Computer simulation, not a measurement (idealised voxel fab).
A process module follows: voxel fin reveal.
Cross-section cut spans 280 nm and uses square cells 5 nm in size.
Heads up, the way a cross-section reads in here is a grid of square cells, handed over as bands from the top down, with every band being one or more rows of cells.
The entry gives the band's vertical extent as a top height and a bottom height in nm, then its horizontal make-up as materials from left to right, each with a width in nm. "blank" stands for empty space; a single material marked "all across" fills the band edge to edge.
It should be noted that heights are counted from 0, beneath which the wafer as supplied is of one material throughout, and that the lowest band possesses no lower boundary but continues downward, as written in "0 down".
When a width is written as two numbers, as in "30->40", the first number is the width in the top row of cells of the band and the second is the width in its bottom row, and the width changes by the same amount from each row to the next.
When a step is marked "identical to before", none of the cells in the cross-section changed during that step.
"Unvented cavities": sealed empty spaces, 8 cells or more, no open way to top, listed width x height at distance, with distance from the left edge and width, height and distance in nm.
If you see something after the settings on a step's line, that's the simulator's own remark about that step.
The line of a step may include "overlay nm". On a step with a mask, this value is how far to the right of its planned place the mask lay. A negative value means the mask lay to the left.

**Below is the list of planned process steps**
1,op RECEIVE | material Si
2,op CONFORMAL_DEP | material SiN | thk nm 5
3,op PATTERN | tone cover | mask id FINS | material resist | width nm 15 | pitch nm 40 | thk nm 20 | overlay nm 0
4,op DIRECTIONAL_ETCH | etch materials SiN | depth nm 5
5,op DIRECTIONAL_ETCH | etch materials Si | depth nm 40
6,op STRIP | etch materials resist
7,op OXIDIZE | depth nm 5
8,op FILL_DEP | material SiO2 | thk nm 15
9,op CMP | height nm 5
10,op SELECTIVE_ETCH | etch materials SiO2 | depth nm 35
11,op STRIP | etch materials SiN

**Received-state cross-section, reflecting completion of step 1**
0 down  Si all across
Unvented cavities: none

**Cross-sectional image of the first of two wafers at the end of the module, the run having proceeded as planned**
0 to -30  75 nm blank  5 nm Si  35 nm blank  5 nm Si  35 nm blank  5 nm Si  35 nm blank  5 nm Si  80 nm blank
-30 to -45  75 nm SiO2  5 nm Si  35 nm SiO2  5 nm Si  35 nm SiO2  5 nm Si  35 nm SiO2  5 nm Si  80 nm SiO2
-45 down  Si all across
Unvented cavities: none

**So this is wafer number two of the two, cut at the end of the module - it started where the first did and had the same plan, we just got one thing wrong running it**
0 to -30  65 nm Si  25 nm blank  15 nm Si  25 nm blank  15 nm Si  25 nm blank  15 nm Si  25 nm blank  70 nm Si
-30 to -45  65 nm Si  25 nm SiO2  15 nm Si  25 nm SiO2  15 nm Si  25 nm SiO2  15 nm Si  25 nm SiO2  70 nm Si
-45 down  Si all across
Unvented cavities: none
Here's what went sideways: step 3: run off-plan, actual operation and settings op PATTERN | tone open | mask id FINS | material resist | width nm 15 | pitch nm 40 | thk nm 20 | overlay nm 0
Wrapping up, a cell-based count of both wafers puts the second over or under the first for these materials: +288 Si, -96 SiO2
